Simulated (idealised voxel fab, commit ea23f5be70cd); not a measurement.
process module | voxel wiring stack
cross-section cut | 280 nm wide | cells 5 nm
A cross-section is a grid of square cells, given in bands from the top down. A band is one or more rows of cells.
Each band's line starts with the height of the band's top and of its bottom, in nm. Then come its materials from left to right, each with its width in nm. One material with "throughout" fills the band from edge to edge. "air" is empty space.
Height 0 is the level under which the wafer as received is all one material. The lowest band goes on downwards, as in "0 down".
A width such as "30 to 40" changes by the same amount from each row of cells to the next, from the band's top row to its bottom row.
"no change" after a step means that no cell of the cross-section changed.
closed voids: empty space of 8 cells or more with no open way to the top, each as width x height at its distance from the left edge, in nm
after a step's settings: what the simulator itself notes on the step
overlay nm, on a step with a mask: how far to the right of its planned place the mask lay; to the left if negative
plan
1 op RECEIVE | material Si
2 op CONFORMAL_DEP | material SiO2 | thk nm 10
3 op CONFORMAL_DEP | material SiCN | thk nm 5
4 op DIRECTIONAL_DEP | material lowk | thk nm 25
5 op DIRECTIONAL_DEP | material aC | thk nm 10
6 op PATTERN | tone open | mask id METAL_1 | material resist | width nm 30 | pitch nm 55 | thk nm 30 | overlay nm 0
7 op DIRECTIONAL_ETCH | etch materials aC | depth nm 10
8 op STRIP | etch materials resist
9 op DIRECTIONAL_ETCH | etch materials lowk | depth nm 25
10 op DIRECTIONAL_ETCH | etch materials SiCN | depth nm 5
11 op STRIP | etch materials aC
12 op CONFORMAL_DEP | material TiN | thk nm 5
13 op FILL_DEP | material Ru | thk nm 5
14 op CMP | height nm 40
15 op EPI | material Ru | thk nm 5
16 op FILL_DEP | material SiCN | thk nm 5
17 op DIRECTIONAL_DEP | material lowk | thk nm 15
18 op DIRECTIONAL_DEP | material aC | thk nm 15
19 op PATTERN | tone open | mask id PLUG_1 | material resist | width nm 15 | pitch nm 110 | thk nm 35 | overlay nm 0
20 op DIRECTIONAL_ETCH | etch materials aC | depth nm 15
21 op STRIP | etch materials resist
22 op DIRECTIONAL_ETCH | etch materials lowk | depth nm 15
23 op DIRECTIONAL_ETCH | etch materials SiCN | depth nm 5
24 op STRIP | etch materials aC
25 op EPI | material Ru | thk nm 10
26 op EPI | material Ru | thk nm 10
27 op DIRECTIONAL_DEP | material TiN | thk nm 5
28 op DIRECTIONAL_DEP | material W | thk nm 25
29 op DIRECTIONAL_DEP | material aC | thk nm 10
30 op PATTERN | tone cover | mask id METAL_2 | material resist | width nm 30 | pitch nm 55 | thk nm 30 | overlay nm 0
31 op DIRECTIONAL_ETCH | etch materials aC | depth nm 10
32 op STRIP | etch materials resist
33 op DIRECTIONAL_ETCH | etch materials W | depth nm 25
34 op DIRECTIONAL_ETCH | etch materials TiN | depth nm 5
35 op STRIP | etch materials aC
36 op CONFORMAL_DEP | material SiCN | thk nm 5
37 op FILL_DEP | material lowk | thk nm 5
38 op CMP | height nm 95
39 op CONFORMAL_DEP | material SiCN | thk nm 5
40 op DIRECTIONAL_DEP | material SiO2 | thk nm 20
41 op MASKED_ETCH | tone open | mask id PLUG_2 | width nm 15 | pitch nm 55 | etch materials SiO2 | depth nm 20 | overlay nm 0
42 op MASKED_ETCH | tone open | mask id PLUG_2 | width nm 15 | pitch nm 55 | etch materials SiCN | depth nm 5 | overlay nm 0
43 op EPI | material Ru | thk nm 10
44 op EPI | material Ru | thk nm 10
45 op EPI | material Ru | thk nm 5
46 op DIRECTIONAL_DEP | material TiN | thk nm 5
47 op DIRECTIONAL_DEP | material Ru | thk nm 25
48 op MASKED_ETCH | tone cover | mask id METAL_3 | width nm 30 | pitch nm 55 | etch materials Ru | depth nm 25 | overlay nm 0
49 op MASKED_ETCH | tone cover | mask id METAL_3 | width nm 30 | pitch nm 55 | etch materials TiN | depth nm 5 | overlay nm 0
50 op FILL_DEP | material lowk | thk nm 5
51 op CMP | height nm 150
52 op CONFORMAL_DEP | material SiN | thk nm 5
as received, after step 1
  0 down: Si throughout
  closed voids: none
a wafer at the end: this start, this plan, one mistake
  155 to 150: SiN throughout
  150 to 145: lowk 40 | Ru 30 | lowk 25 | Ru 30 | lowk 25 | Ru 30 | lowk 25 | Ru 30 | lowk 45
  145 to 140: lowk 40 | Ru 15 | TiN 15 | lowk 25 | Ru 15 | TiN 15 | lowk 25 | Ru 15 | TiN 15 | lowk 25 | Ru 15 | TiN 15 | lowk 45
  140 to 125: SiO2 40 | Ru 15 | SiO2 40 | Ru 15 | SiO2 40 | Ru 15 | SiO2 40 | Ru 15 | SiO2 60
  125 to 120: SiO2 40 | TiN 15 | SiO2 40 | TiN 15 | SiO2 40 | TiN 15 | SiO2 40 | TiN 15 | SiO2 60
  120 to 100: SiO2 throughout
  100 to 95: SiCN throughout
  95 to 70: lowk 35 | SiCN 5 | W 30 | SiCN 5 | lowk 15 | SiCN 5 | W 30 | SiCN 5 | lowk 15 | SiCN 5 | W 30 | SiCN 5 | lowk 15 | SiCN 5 | W 30 | SiCN 5 | lowk 40
  70 to 65: SiCN 40 | TiN 30 | SiCN 25 | TiN 30 | SiCN 25 | TiN 30 | SiCN 25 | TiN 30 | SiCN 45
  65 to 50: lowk 40 | Ru 15 | lowk 95 | Ru 15 | lowk 115
  50 to 45: SiCN 40 | Ru 15 | SiCN 95 | Ru 15 | SiCN 115
  45 to 40: SiCN 35 | Ru 40 | SiCN 15 | Ru 40 | SiCN 15 | Ru 40 | SiCN 15 | Ru 40 | SiCN 40
  40 to 15: lowk 40 | TiN 5 | Ru 20 | TiN 5 | lowk 25 | TiN 5 | Ru 20 | TiN 5 | lowk 25 | TiN 5 | Ru 20 | TiN 5 | lowk 25 | TiN 5 | Ru 20 | TiN 5 | lowk 45
  15 to 10: SiCN 40 | TiN 30 | SiCN 25 | TiN 30 | SiCN 25 | TiN 30 | SiCN 25 | TiN 30 | SiCN 45
  10 to 0: SiO2 throughout
  0 down: Si throughout
  closed voids: none
what went wrong: step 40 was run twice
